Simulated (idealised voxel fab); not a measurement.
Documented hereafter: the process module known as voxel spacer lines.
We display cut, a cross-section 195 nm in width whose square cells are each 5 nm.
A cross-section is written here as square cells arranged in a grid, and it is given in bands from the top down, each band taking up one or more rows of cells. Read a band's entry like this: the first values are the height of its top and the height of its bottom in nm, and what follows is the sequence of materials from left to right, each with its width in nm. Note that "empty" is empty space, and that a single material marked "everywhere" reaches across the band from edge to edge. Heights are reckoned from 0. Under this level, the received wafer is all of one material. The bottommost band is open-ended downward, for example "0 nm and below". Note: "30 to 40" means the width goes from the first number (top row of the band) to the second number (bottom row) in equal steps per row of cells. It should be understood that the words "all unchanged", when stated for a given step, signify that the cross-section underwent no change in any of its cells during that step. Enclosed voids: empty space of 8 cells or more with no open way to the top, each as width x height at its distance from the left edge, in nm. Anything after a step's settings on that line? It's the simulator's own note about the step. Regarding "overlay nm": on a step with a mask, it is the distance the mask lay to the right of its planned place; a negative value places it to the left.
Intended process steps
- 1: RECEIVE [material Si]
- 2: CONFORMAL_DEP [material Al2O3] [thk nm 10]
- 3: DIRECTIONAL_DEP [material W] [thk nm 15]
- 4: DIRECTIONAL_DEP [material polySi] [thk nm 25]
- 5: PATTERN [tone cover] [mask id MANDREL] [material resist] [width nm 20] [pitch nm 60] [thk nm 30] [overlay nm 0]
- 6: DIRECTIONAL_ETCH [etch materials polySi] [depth nm 25]
- 7: STRIP [etch materials resist]
- 8: CONFORMAL_DEP [material SiO2] [thk nm 10]
- 9: DIRECTIONAL_ETCH [etch materials SiO2] [depth nm 10]
- 10: STRIP [etch materials polySi]
- 11: DIRECTIONAL_ETCH [etch materials W] [depth nm 15]
- 12: STRIP [etch materials SiO2]
Delivered wafer in cross-section: state after step 1
	0 nm and below = Si everywhere
	Enclosed voids: none
Sectioned view, first of two wafers, at the close of the module, processed as intended in the plan
	25 nm to 10 nm = empty: 15 | W: 10 | empty: 20 | W: 10 | empty: 20 | W: 10 | empty: 20 | W: 10 | empty: 20 | W: 10 | empty: 20 | W: 10 | empty: 20
	10 nm to 0 nm = Al2O3 everywhere
	0 nm and below = Si everywhere
	Enclosed voids: none
Cross-section, wafer two of two, end of module: same start and plan as wafer one, one error in execution
	25 nm to 10 nm = empty: 25 | W: 20 | empty: 40 | W: 20 | empty: 40 | W: 20 | empty: 30
	10 nm to 0 nm = Al2O3 everywhere
	0 nm and below = Si everywhere
	Enclosed voids: none
Plan not followed: step 5 ran with different settings than intended, the actual operation and settings being PATTERN [tone open] [mask id MANDREL] [material resist] [width nm 20] [pitch nm 60] [thk nm 30] [overlay nm 0]
At the close, every material occupies the same number of cells on the second wafer as on the first, only in different positions.
